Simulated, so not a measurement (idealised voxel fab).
process module | voxel trench capacitor
cross-section cut | 205 nm wide | cells 5 nm
A cross-section is a grid of square cells, given in bands from the top down. A band is one or more rows of cells.
Each band's line starts with the height of the band's top and of its bottom, in nm. Then come its materials from left to right, each with its width in nm. One material with "throughout" fills the band from edge to edge. "air" is empty space.
Height 0 is the level under which the wafer as received is all one material. The lowest band goes on downwards, as in "0 down".
A width such as "30 to 40" changes by the same amount from each row of cells to the next, from the band's top row to its bottom row.
"no change" after a step means that no cell of the cross-section changed.
closed voids: empty space of 8 cells or more with no open way to the top, each as width x height at its distance from the left edge, in nm
after a step's settings: what the simulator itself notes on the step
overlay nm, on a step with a mask: how far to the right of its planned place the mask lay; to the left if negative
plan
1 op RECEIVE | material Si
2 op CONFORMAL_DEP | material SiN | thk nm 10
3 op MASKED_ETCH | tone open | mask id TRENCH | width nm 25 | pitch nm 45 | etch materials SiN | depth nm 10 | overlay nm 0
4 op MASKED_ETCH | tone open | mask id TRENCH | width nm 25 | pitch nm 45 | etch materials Si | depth nm 25 | overlay nm 0
5 op CONFORMAL_DEP | material Al2O3 | thk nm 5
6 op FILL_DEP | material polySi | thk nm 5
7 op CMP | height nm 10
first wafer, as planned
as received, after step 1
  0 down: Si throughout
  closed voids: none
after step 2
  10 to 0: SiN throughout
  below 0: unchanged
after step 3
  10 to 0: SiN 65 | air 25 | SiN 20 | air 25 | SiN 70
  below 0: unchanged
after step 4
  10 to 0: SiN 65 | air 25 | SiN 20 | air 25 | SiN 70
  0 to -25: Si 65 | air 25 | Si 20 | air 25 | Si 70
  below -25: unchanged
after step 5
  15 to 10: Al2O3 70 | air 15 | Al2O3 30 | air 15 | Al2O3 75
  10 to 0: SiN 65 | Al2O3 5 | air 15 | Al2O3 5 | SiN 20 | Al2O3 5 | air 15 | Al2O3 5 | SiN 70
  0 to -20: Si 65 | Al2O3 5 | air 15 | Al2O3 5 | Si 20 | Al2O3 5 | air 15 | Al2O3 5 | Si 70
  -20 to -25: Si 65 | Al2O3 25 | Si 20 | Al2O3 25 | Si 70
  below -25: unchanged
after step 6
  20 to 15: polySi throughout
  15 to 10: Al2O3 70 | polySi 15 | Al2O3 30 | polySi 15 | Al2O3 75
  10 to 0: SiN 65 | Al2O3 5 | polySi 15 | Al2O3 5 | SiN 20 | Al2O3 5 | polySi 15 | Al2O3 5 | SiN 70
  0 to -20: Si 65 | Al2O3 5 | polySi 15 | Al2O3 5 | Si 20 | Al2O3 5 | polySi 15 | Al2O3 5 | Si 70
  below -20: unchanged
after step 7
  10 to 0: SiN 65 | Al2O3 5 | polySi 15 | Al2O3 5 | SiN 20 | Al2O3 5 | polySi 15 | Al2O3 5 | SiN 70
  below 0: unchanged
second wafer: like start, like plan, one mistake. Through step 2 it matches the first wafer
when step 3 should have ended
  10 to 0: air 65 | SiN 25 | air 20 | SiN 25 | air 70
  below 0: unchanged
when step 4 should have ended: no change
when step 5 should have ended
  15 to 10: air 60 | Al2O3 35 | air 10 | Al2O3 35 | air 65
  10 to 5: air 60 | Al2O3 5 | SiN 25 | Al2O3 5 | air 10 | Al2O3 5 | SiN 25 | Al2O3 5 | air 65
  5 to 0: Al2O3 65 | SiN 25 | Al2O3 20 | SiN 25 | Al2O3 70
  below 0: unchanged
when step 6 should have ended
  20 to 15: polySi throughout
  15 to 10: polySi 60 | Al2O3 35 | polySi 10 | Al2O3 35 | polySi 65
  10 to 5: polySi 60 | Al2O3 5 | SiN 25 | Al2O3 5 | polySi 10 | Al2O3 5 | SiN 25 | Al2O3 5 | polySi 65
  below 5: unchanged
when step 7 should have ended
  10 to 5: polySi 60 | Al2O3 5 | SiN 25 | Al2O3 5 | polySi 10 | Al2O3 5 | SiN 25 | Al2O3 5 | polySi 65
  below 5: unchanged
what went wrong: step 3 ran as: op MASKED_ETCH | tone cover | mask id TRENCH | width nm 25 | pitch nm 45 | etch materials SiN | depth nm 10 | overlay nm 0
at the end the second wafer has, in cells: 1 more of Al2O3 | 50 more of Si | 42 fewer of SiN | 9 fewer of polySi
